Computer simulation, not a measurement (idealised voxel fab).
Process module in this document: voxel wiring stack
FYI the section here is cut, 190 nm wide, cells are 5 nm squares.
Cross-section layout: square cells on a grid; listed as bands, top to bottom; a band spans one or more cell rows. Band: top height; bottom height; in nm. Then, left to right: material with width in nm, for each material. "edge to edge": a single material spanning edge to edge. "air": empty space. A quick word on heights: they are counted from 0, and under that level the wafer as it came to us is one material throughout. The lowest band is different from the rest in having no bottom; it simply continues downward, written as in "top 0, no bottom". Per-row width for "30..40": begins at first number (top row of band), ends at second number (bottom row), increment between rows held constant. Basically "no modification" means that step didn't change any cell in the cross-section. Reported under the label "Enclosed internal cavities" are the empty spaces having no open way to the top and comprising 8 cells or more; the notation for each is width x height at distance, in which the distance is measured from the left edge and all three values are in nm. Anything after a step's settings on that line? It's the simulator's own note about the step. What "overlay nm" on a step's line means: if the step has a mask, that mask lay this far to the right of its planned place, or, when the value is negative, to the left.
### The steps planned for the process are as follows
1,RECEIVE, material Si
2,CONFORMAL_DEP, material SiO2, thk nm 10
3,DIRECTIONAL_DEP, material TiN, thk nm 5
4,DIRECTIONAL_DEP, material Ru, thk nm 25
5,PATTERN, tone cover, mask id METAL_1, material resist, width nm 25, pitch nm 40, thk nm 15, overlay nm 0
6,DIRECTIONAL_ETCH, etch materials Ru, depth nm 25
7,DIRECTIONAL_ETCH, etch materials TiN, depth nm 5
8,STRIP, etch materials resist
9,CONFORMAL_DEP, material SiCN, thk nm 5
10,FILL_DEP, material SiO2, thk nm 10
11,CMP, height nm 40
12,CONFORMAL_DEP, material SiCN, thk nm 5
13,DIRECTIONAL_DEP, material SiO2, thk nm 10
14,MASKED_ETCH, tone open, mask id PLUG_1, width nm 15, pitch nm 40, etch materials SiO2, depth nm 10, overlay nm 0
15,MASKED_ETCH, tone open, mask id PLUG_1, width nm 15, pitch nm 40, etch materials SiCN, depth nm 5, overlay nm 0
16,CONFORMAL_DEP, material TiN, thk nm 5
17,FILL_DEP, material W, thk nm 10
18,CMP, height nm 55
19,CONFORMAL_DEP, material SiN, thk nm 5
20,DIRECTIONAL_DEP, material SiO2, thk nm 20
21,DIRECTIONAL_DEP, material aC, thk nm 15
22,PATTERN, tone open, mask id METAL_2, material resist, width nm 25, pitch nm 40, thk nm 30, overlay nm 0
23,DIRECTIONAL_ETCH, etch materials aC, depth nm 15
24,STRIP, etch materials resist
25,DIRECTIONAL_ETCH, etch materials SiO2, depth nm 20
26,DIRECTIONAL_ETCH, etch materials SiN, depth nm 5
27,STRIP, etch materials aC
28,CONFORMAL_DEP, material TiN, thk nm 5
29,FILL_DEP, material Cu, thk nm 10
30,CMP, height nm 80
31,EPI, material Ru, thk nm 5
32,FILL_DEP, material SiCN, thk nm 5
### First of the two wafers, run per plan
### Cross-section, incoming material, after step 1
top 0, no bottom = Si edge to edge
Enclosed internal cavities: none
### The wafer, seen in cross-section, after step 2
top 10, bottom 0 = SiO2 edge to edge
Below 0 it's all the same as before, nothing changed down there.
### The wafer, seen in cross-section, after step 3
top 15, bottom 10 = TiN edge to edge
Below 10 it's all the same as before, nothing changed down there.
### The wafer, seen in cross-section, after step 4
top 40, bottom 15 = Ru edge to edge
Below 15 it's all the same as before, nothing changed down there.
### The wafer, seen in cross-section, after step 5
top 55, bottom 40 = air (40)  resist (25)  air (15)  resist (25)  air (15)  resist (25)  air (45)
Below 40 it's all the same as before, nothing changed down there.
### The wafer, seen in cross-section, after step 6
top 55, bottom 40 = air (40)  resist (25)  air (15)  resist (25)  air (15)  resist (25)  air (45)
top 40, bottom 15 = air (40)  Ru (25)  air (15)  Ru (25)  air (15)  Ru (25)  air (45)
Below 15 it's all the same as before, nothing changed down there.
### The wafer, seen in cross-section, after step 7
top 55, bottom 40 = air (40)  resist (25)  air (15)  resist (25)  air (15)  resist (25)  air (45)
top 40, bottom 15 = air (40)  Ru (25)  air (15)  Ru (25)  air (15)  Ru (25)  air (45)
top 15, bottom 10 = air (40)  TiN (25)  air (15)  TiN (25)  air (15)  TiN (25)  air (45)
Below 10 it's all the same as before, nothing changed down there.
### The wafer, seen in cross-section, after step 8
top 40, bottom 15 = air (40)  Ru (25)  air (15)  Ru (25)  air (15)  Ru (25)  air (45)
Below 15 it's all the same as before, nothing changed down there.
### The wafer, seen in cross-section, after step 9
top 45, bottom 40 = air (35)  SiCN (35)  air (5)  SiCN (35)  air (5)  SiCN (35)  air (40)
top 40, bottom 15 = air (35)  SiCN (5)  Ru (25)  SiCN (5)  air (5)  SiCN (5)  Ru (25)  SiCN (5)  air (5)  SiCN (5)  Ru (25)  SiCN (5)  air (40)
top 15, bottom 10 = SiCN (40)  TiN (25)  SiCN (15)  TiN (25)  SiCN (15)  TiN (25)  SiCN (45)
Below 10 it's all the same as before, nothing changed down there.
### The wafer, seen in cross-section, after step 10
top 55, bottom 45 = SiO2 edge to edge
top 45, bottom 40 = SiO2 (35)  SiCN (35)  SiO2 (5)  SiCN (35)  SiO2 (5)  SiCN (35)  SiO2 (40)
top 40, bottom 15 = SiO2 (35)  SiCN (5)  Ru (25)  SiCN (5)  SiO2 (5)  SiCN (5)  Ru (25)  SiCN (5)  SiO2 (5)  SiCN (5)  Ru (25)  SiCN (5)  SiO2 (40)
Below 15 it's all the same as before, nothing changed down there.
### The wafer, seen in cross-section, after step 11
top 40, bottom 15 = SiO2 (35)  SiCN (5)  Ru (25)  SiCN (5)  SiO2 (5)  SiCN (5)  Ru (25)  SiCN (5)  SiO2 (5)  SiCN (5)  Ru (25)  SiCN (5)  SiO2 (40)
Below 15 it's all the same as before, nothing changed down there.
### The wafer, seen in cross-section, after step 12
top 45, bottom 40 = SiCN edge to edge
Below 40 it's all the same as before, nothing changed down there.
### The wafer, seen in cross-section, after step 13
top 55, bottom 45 = SiO2 edge to edge
Below 45 it's all the same as before, nothing changed down there.
### The wafer, seen in cross-section, after step 14
top 55, bottom 45 = SiO2 (40)  air (15)  SiO2 (25)  air (15)  SiO2 (25)  air (15)  SiO2 (55)
Below 45 it's all the same as before, nothing changed down there.
### The wafer, seen in cross-section, after step 15
top 55, bottom 45 = SiO2 (40)  air (15)  SiO2 (25)  air (15)  SiO2 (25)  air (15)  SiO2 (55)
top 45, bottom 40 = SiCN (40)  air (15)  SiCN (25)  air (15)  SiCN (25)  air (15)  SiCN (55)
Below 40 it's all the same as before, nothing changed down there.
### The wafer, seen in cross-section, after step 16
top 60, bottom 55 = TiN (45)  air (5)  TiN (35)  air (5)  TiN (35)  air (5)  TiN (60)
top 55, bottom 45 = SiO2 (40)  TiN (5)  air (5)  TiN (5)  SiO2 (25)  TiN (5)  air (5)  TiN (5)  SiO2 (25)  TiN (5)  air (5)  TiN (5)  SiO2 (55)
top 45, bottom 40 = SiCN (40)  TiN (15)  SiCN (25)  TiN (15)  SiCN (25)  TiN (15)  SiCN (55)
Below 40 it's all the same as before, nothing changed down there.
### The wafer, seen in cross-section, after step 17
top 70, bottom 60 = W edge to edge
top 60, bottom 55 = TiN (45)  W (5)  TiN (35)  W (5)  TiN (35)  W (5)  TiN (60)
top 55, bottom 45 = SiO2 (40)  TiN (5)  W (5)  TiN (5)  SiO2 (25)  TiN (5)  W (5)  TiN (5)  SiO2 (25)  TiN (5)  W (5)  TiN (5)  SiO2 (55)
Below 45 it's all the same as before, nothing changed down there.
### The wafer, seen in cross-section, after step 18
top 55, bottom 45 = SiO2 (40)  TiN (5)  W (5)  TiN (5)  SiO2 (25)  TiN (5)  W (5)  TiN (5)  SiO2 (25)  TiN (5)  W (5)  TiN (5)  SiO2 (55)
Below 45 it's all the same as before, nothing changed down there.
### The wafer, seen in cross-section, after step 19
top 60, bottom 55 = SiN edge to edge
Below 55 it's all the same as before, nothing changed down there.
### The wafer, seen in cross-section, after step 20
top 80, bottom 60 = SiO2 edge to edge
Below 60 it's all the same as before, nothing changed down there.
### The wafer, seen in cross-section, after step 21
top 95, bottom 80 = aC edge to edge
Below 80 it's all the same as before, nothing changed down there.
### The wafer, seen in cross-section, after step 22
top 125, bottom 95 = resist (40)  air (25)  resist (15)  air (25)  resist (15)  air (25)  resist (45)
Below 95 it's all the same as before, nothing changed down there.
### The wafer, seen in cross-section, after step 23
top 110, bottom 95 = resist (40)  air (25)  resist (15)  air (25)  resist (15)  air (25)  resist (45)
top 95, bottom 80 = aC (40)  air (25)  aC (15)  air (25)  aC (15)  air (25)  aC (45)
Below 80 it's all the same as before, nothing changed down there.
### The wafer, seen in cross-section, after step 24
top 95, bottom 80 = aC (40)  air (25)  aC (15)  air (25)  aC (15)  air (25)  aC (45)
Below 80 it's all the same as before, nothing changed down there.
### The wafer, seen in cross-section, after step 25
top 95, bottom 80 = aC (40)  air (25)  aC (15)  air (25)  aC (15)  air (25)  aC (45)
top 80, bottom 60 = SiO2 (40)  air (25)  SiO2 (15)  air (25)  SiO2 (15)  air (25)  SiO2 (45)
Below 60 it's all the same as before, nothing changed down there.
### The wafer, seen in cross-section, after step 26
top 95, bottom 80 = aC (40)  air (25)  aC (15)  air (25)  aC (15)  air (25)  aC (45)
top 80, bottom 60 = SiO2 (40)  air (25)  SiO2 (15)  air (25)  SiO2 (15)  air (25)  SiO2 (45)
top 60, bottom 55 = SiN (40)  air (25)  SiN (15)  air (25)  SiN (15)  air (25)  SiN (45)
Below 55 it's all the same as before, nothing changed down there.
### The wafer, seen in cross-section, after step 27
top 80, bottom 60 = SiO2 (40)  air (25)  SiO2 (15)  air (25)  SiO2 (15)  air (25)  SiO2 (45)
Below 60 it's all the same as before, nothing changed down there.
### The wafer, seen in cross-section, after step 28
top 85, bottom 80 = TiN (45)  air (15)  TiN (25)  air (15)  TiN (25)  air (15)  TiN (50)
top 80, bottom 60 = SiO2 (40)  TiN (5)  air (15)  TiN (5)  SiO2 (15)  TiN (5)  air (15)  TiN (5)  SiO2 (15)  TiN (5)  air (15)  TiN (5)  SiO2 (45)
top 60, bottom 55 = SiN (40)  TiN (25)  SiN (15)  TiN (25)  SiN (15)  TiN (25)  SiN (45)
Below 55 it's all the same as before, nothing changed down there.
### The wafer, seen in cross-section, after step 29
top 95, bottom 85 = Cu edge to edge
top 85, bottom 80 = TiN (45)  Cu (15)  TiN (25)  Cu (15)  TiN (25)  Cu (15)  TiN (50)
top 80, bottom 60 = SiO2 (40)  TiN (5)  Cu (15)  TiN (5)  SiO2 (15)  TiN (5)  Cu (15)  TiN (5)  SiO2 (15)  TiN (5)  Cu (15)  TiN (5)  SiO2 (45)
Below 60 it's all the same as before, nothing changed down there.
### The wafer, seen in cross-section, after step 30
top 80, bottom 60 = SiO2 (40)  TiN (5)  Cu (15)  TiN (5)  SiO2 (15)  TiN (5)  Cu (15)  TiN (5)  SiO2 (15)  TiN (5)  Cu (15)  TiN (5)  SiO2 (45)
Below 60 it's all the same as before, nothing changed down there.
### The wafer, seen in cross-section, after step 31
top 85, bottom 80 = air (35)  Ru (35)  air (5)  Ru (35)  air (5)  Ru (35)  air (40)
Below 80 it's all the same as before, nothing changed down there.
### The wafer, seen in cross-section, after step 32
top 90, bottom 85 = SiCN edge to edge
top 85, bottom 80 = SiCN (35)  Ru (35)  SiCN (5)  Ru (35)  SiCN (5)  Ru (35)  SiCN (40)
Below 80 it's all the same as before, nothing changed down there.
### Second wafer: same start and same plan as the first, one execution error; identical to the first through step 14
### Cross-section: second wafer, time at which step 15 was scheduled to end
top 55, bottom 45 = SiO2 (40)  air (15)  SiO2 (25)  air (15)  SiO2 (25)  air (15)  SiO2 (55)
top 45, bottom 40 = SiCN (40)  air (15)  SiCN (25)  air (15)  SiCN (25)  air (15)  SiCN (55)
Below 40 it's all the same as before, nothing changed down there.
### Cross-section: second wafer, time at which step 16 was scheduled to end
top 60, bottom 55 = TiN (45)  air (5)  TiN (35)  air (5)  TiN (35)  air (5)  TiN (60)
top 55, bottom 45 = SiO2 (40)  TiN (5)  air (5)  TiN (5)  SiO2 (25)  TiN (5)  air (5)  TiN (5)  SiO2 (25)  TiN (5)  air (5)  TiN (5)  SiO2 (55)
top 45, bottom 40 = SiCN (40)  TiN (15)  SiCN (25)  TiN (15)  SiCN (25)  TiN (15)  SiCN (55)
Below 40 it's all the same as before, nothing changed down there.
### Cross-section: second wafer, time at which step 17 was scheduled to end
top 70, bottom 60 = W edge to edge
top 60, bottom 55 = TiN (45)  W (5)  TiN (35)  W (5)  TiN (35)  W (5)  TiN (60)
top 55, bottom 45 = SiO2 (40)  TiN (5)  W (5)  TiN (5)  SiO2 (25)  TiN (5)  W (5)  TiN (5)  SiO2 (25)  TiN (5)  W (5)  TiN (5)  SiO2 (55)
Below 45 it's all the same as before, nothing changed down there.
### Cross-section: second wafer, time at which step 18 was scheduled to end
top 55, bottom 45 = SiO2 (40)  TiN (5)  W (5)  TiN (5)  SiO2 (25)  TiN (5)  W (5)  TiN (5)  SiO2 (25)  TiN (5)  W (5)  TiN (5)  SiO2 (55)
Below 45 it's all the same as before, nothing changed down there.
### Cross-section: second wafer, time at which step 19 was scheduled to end
top 60, bottom 55 = SiN edge to edge
Below 55 it's all the same as before, nothing changed down there.
### Cross-section: second wafer, time at which step 20 was scheduled to end
top 80, bottom 60 = SiO2 edge to edge
Below 60 it's all the same as before, nothing changed down there.
### Cross-section: second wafer, time at which step 21 was scheduled to end
top 95, bottom 80 = aC edge to edge
Below 80 it's all the same as before, nothing changed down there.
### Cross-section: second wafer, time at which step 22 was scheduled to end
top 125, bottom 95 = resist (40)  air (25)  resist (15)  air (25)  resist (15)  air (25)  resist (45)
Below 95 it's all the same as before, nothing changed down there.
### Cross-section: second wafer, time at which step 23 was scheduled to end
top 110, bottom 95 = resist (40)  air (25)  resist (15)  air (25)  resist (15)  air (25)  resist (45)
top 95, bottom 80 = aC (40)  air (25)  aC (15)  air (25)  aC (15)  air (25)  aC (45)
Below 80 it's all the same as before, nothing changed down there.
### Cross-section: second wafer, time at which step 24 was scheduled to end
top 95, bottom 80 = aC (40)  air (25)  aC (15)  air (25)  aC (15)  air (25)  aC (45)
Below 80 it's all the same as before, nothing changed down there.
### Cross-section: second wafer, time at which step 25 was scheduled to end
top 95, bottom 80 = aC (40)  air (25)  aC (15)  air (25)  aC (15)  air (25)  aC (45)
top 80, bottom 60 = SiO2 (40)  air (25)  SiO2 (15)  air (25)  SiO2 (15)  air (25)  SiO2 (45)
Below 60 it's all the same as before, nothing changed down there.
### Cross-section: second wafer, time at which step 26 was scheduled to end
top 95, bottom 80 = aC (40)  air (25)  aC (15)  air (25)  aC (15)  air (25)  aC (45)
top 80, bottom 60 = SiO2 (40)  air (25)  SiO2 (15)  air (25)  SiO2 (15)  air (25)  SiO2 (45)
top 60, bottom 55 = SiN (40)  air (25)  SiN (15)  air (25)  SiN (15)  air (25)  SiN (45)
Below 55 it's all the same as before, nothing changed down there.
### Cross-section: second wafer, time at which step 27 was scheduled to end
top 80, bottom 60 = SiO2 (40)  air (25)  SiO2 (15)  air (25)  SiO2 (15)  air (25)  SiO2 (45)
Below 60 it's all the same as before, nothing changed down there.
### Cross-section: second wafer, time at which step 28 was scheduled to end
top 85, bottom 80 = TiN (45)  air (15)  TiN (25)  air (15)  TiN (25)  air (15)  TiN (50)
top 80, bottom 60 = SiO2 (40)  TiN (5)  air (15)  TiN (5)  SiO2 (15)  TiN (5)  air (15)  TiN (5)  SiO2 (15)  TiN (5)  air (15)  TiN (5)  SiO2 (45)
top 60, bottom 55 = SiN (40)  TiN (25)  SiN (15)  TiN (25)  SiN (15)  TiN (25)  SiN (45)
Below 55 it's all the same as before, nothing changed down there.
### Cross-section: second wafer, time at which step 29 was scheduled to end
top 95, bottom 85 = Cu edge to edge
top 85, bottom 80 = TiN (45)  Cu (15)  TiN (25)  Cu (15)  TiN (25)  Cu (15)  TiN (50)
top 80, bottom 60 = SiO2 (40)  TiN (5)  Cu (15)  TiN (5)  SiO2 (15)  TiN (5)  Cu (15)  TiN (5)  SiO2 (15)  TiN (5)  Cu (15)  TiN (5)  SiO2 (45)
Below 60 it's all the same as before, nothing changed down there.
### Cross-section: second wafer, time at which step 30 was scheduled to end
top 80, bottom 60 = SiO2 (40)  TiN (5)  Cu (15)  TiN (5)  SiO2 (15)  TiN (5)  Cu (15)  TiN (5)  SiO2 (15)  TiN (5)  Cu (15)  TiN (5)  SiO2 (45)
Below 60 it's all the same as before, nothing changed down there.
### Cross-section: second wafer, time at which step 31 was scheduled to end
top 85, bottom 80 = air (35)  Ru (35)  air (5)  Ru (35)  air (5)  Ru (35)  air (40)
Below 80 it's all the same as before, nothing changed down there.
### Cross-section: second wafer, time at which step 32 was scheduled to end
top 90, bottom 85 = SiCN edge to edge
top 85, bottom 80 = SiCN (35)  Ru (35)  SiCN (5)  Ru (35)  SiCN (5)  Ru (35)  SiCN (40)
Below 80 it's all the same as before, nothing changed down there.
Want to know what went wrong? yeah, plan step 15 got run twice
Upon completion, the cross-sectional profiles of the two wafers are identical; consequently, the error exerts no influence on the quantities computed by this model.
